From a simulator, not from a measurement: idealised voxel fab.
process module | voxel plated lines
cross-section cut | 240 nm wide | cells 5 nm
A cross-section is a grid of square cells, given in bands from the top down. A band is one or more rows of cells.
Each band's line starts with the height of the band's top and of its bottom, in nm. Then come its materials from left to right, each with its width in nm. One material with "throughout" fills the band from edge to edge. "air" is empty space.
Height 0 is the level under which the wafer as received is all one material. The lowest band goes on downwards, as in "0 down".
A width such as "30 to 40" changes by the same amount from each row of cells to the next, from the band's top row to its bottom row.
"no change" after a step means that no cell of the cross-section changed.
closed voids: empty space of 8 cells or more with no open way to the top, each as width x height at its distance from the left edge, in nm
after a step's settings: what the simulator itself notes on the step
overlay nm, on a step with a mask: how far to the right of its planned place the mask lay; to the left if negative
plan
1 op RECEIVE | material Si
2 op CONFORMAL_DEP | material SiO2 | thk nm 5
3 op DIRECTIONAL_DEP | material TiN | thk nm 5
4 op PATTERN | tone open | mask id LINES | material resist | width nm 30 | pitch nm 45 | thk nm 35 | overlay nm 0
5 op EPI | material Ru | thk nm 10
6 op EPI | material Ru | thk nm 10
7 op EPI | material Ru | thk nm 10
8 op STRIP | etch materials resist
9 op DIRECTIONAL_ETCH | etch materials TiN | depth nm 5
10 op CONFORMAL_DEP | material SiCN | thk nm 5
first wafer, as planned
as received, after step 1
  0 down: Si throughout
  closed voids: none
after step 2
  5 to 0: SiO2 throughout
  below 0: unchanged
after step 3
  10 to 5: TiN throughout
  below 5: unchanged
after step 4
  45 to 10: resist 60 | air 30 | resist 15 | air 30 | resist 15 | air 30 | resist 60
  below 10: unchanged
after step 5
  45 to 20: resist 60 | air 30 | resist 15 | air 30 | resist 15 | air 30 | resist 60
  20 to 10: resist 60 | Ru 30 | resist 15 | Ru 30 | resist 15 | Ru 30 | resist 60
  below 10: unchanged
after step 6
  45 to 30: resist 60 | air 30 | resist 15 | air 30 | resist 15 | air 30 | resist 60
  30 to 10: resist 60 | Ru 30 | resist 15 | Ru 30 | resist 15 | Ru 30 | resist 60
  below 10: unchanged
after step 7
  45 to 40: resist 60 | air 30 | resist 15 | air 30 | resist 15 | air 30 | resist 60
  40 to 10: resist 60 | Ru 30 | resist 15 | Ru 30 | resist 15 | Ru 30 | resist 60
  below 10: unchanged
after step 8
  40 to 10: air 60 | Ru 30 | air 15 | Ru 30 | air 15 | Ru 30 | air 60
  below 10: unchanged
after step 9
  40 to 10: air 60 | Ru 30 | air 15 | Ru 30 | air 15 | Ru 30 | air 60
  10 to 5: air 60 | TiN 30 | air 15 | TiN 30 | air 15 | TiN 30 | air 60
  below 5: unchanged
after step 10
  45 to 40: air 55 | SiCN 40 | air 5 | SiCN 40 | air 5 | SiCN 40 | air 55
  40 to 10: air 55 | SiCN 5 | Ru 30 | SiCN 5 | air 5 | SiCN 5 | Ru 30 | SiCN 5 | air 5 | SiCN 5 | Ru 30 | SiCN 5 | air 55
  10 to 5: SiCN 60 | TiN 30 | SiCN 15 | TiN 30 | SiCN 15 | TiN 30 | SiCN 60
  below 5: unchanged
second wafer: like start, like plan, one mistake. Through step 3 it matches the first wafer
when step 4 should have ended
  45 to 10: resist 65 | air 30 | resist 15 | air 30 | resist 15 | air 30 | resist 55
  below 10: unchanged
when step 5 should have ended
  45 to 20: resist 65 | air 30 | resist 15 | air 30 | resist 15 | air 30 | resist 55
  20 to 10: resist 65 | Ru 30 | resist 15 | Ru 30 | resist 15 | Ru 30 | resist 55
  below 10: unchanged
when step 6 should have ended
  45 to 30: resist 65 | air 30 | resist 15 | air 30 | resist 15 | air 30 | resist 55
  30 to 10: resist 65 | Ru 30 | resist 15 | Ru 30 | resist 15 | Ru 30 | resist 55
  below 10: unchanged
when step 7 should have ended
  45 to 40: resist 65 | air 30 | resist 15 | air 30 | resist 15 | air 30 | resist 55
  40 to 10: resist 65 | Ru 30 | resist 15 | Ru 30 | resist 15 | Ru 30 | resist 55
  below 10: unchanged
when step 8 should have ended
  40 to 10: air 65 | Ru 30 | air 15 | Ru 30 | air 15 | Ru 30 | air 55
  below 10: unchanged
when step 9 should have ended
  40 to 10: air 65 | Ru 30 | air 15 | Ru 30 | air 15 | Ru 30 | air 55
  10 to 5: air 65 | TiN 30 | air 15 | TiN 30 | air 15 | TiN 30 | air 55
  below 5: unchanged
when step 10 should have ended
  45 to 40: air 60 | SiCN 40 | air 5 | SiCN 40 | air 5 | SiCN 40 | air 50
  40 to 10: air 60 | SiCN 5 | Ru 30 | SiCN 5 | air 5 | SiCN 5 | Ru 30 | SiCN 5 | air 5 | SiCN 5 | Ru 30 | SiCN 5 | air 50
  10 to 5: SiCN 65 | TiN 30 | SiCN 15 | TiN 30 | SiCN 15 | TiN 30 | SiCN 55
  below 5: unchanged
what went wrong: step 4 ran as: op PATTERN | tone open | mask id LINES | material resist | width nm 30 | pitch nm 45 | thk nm 35 | overlay nm 5
at the end the second wafer has, in cells: as many of each material as the first, in other places
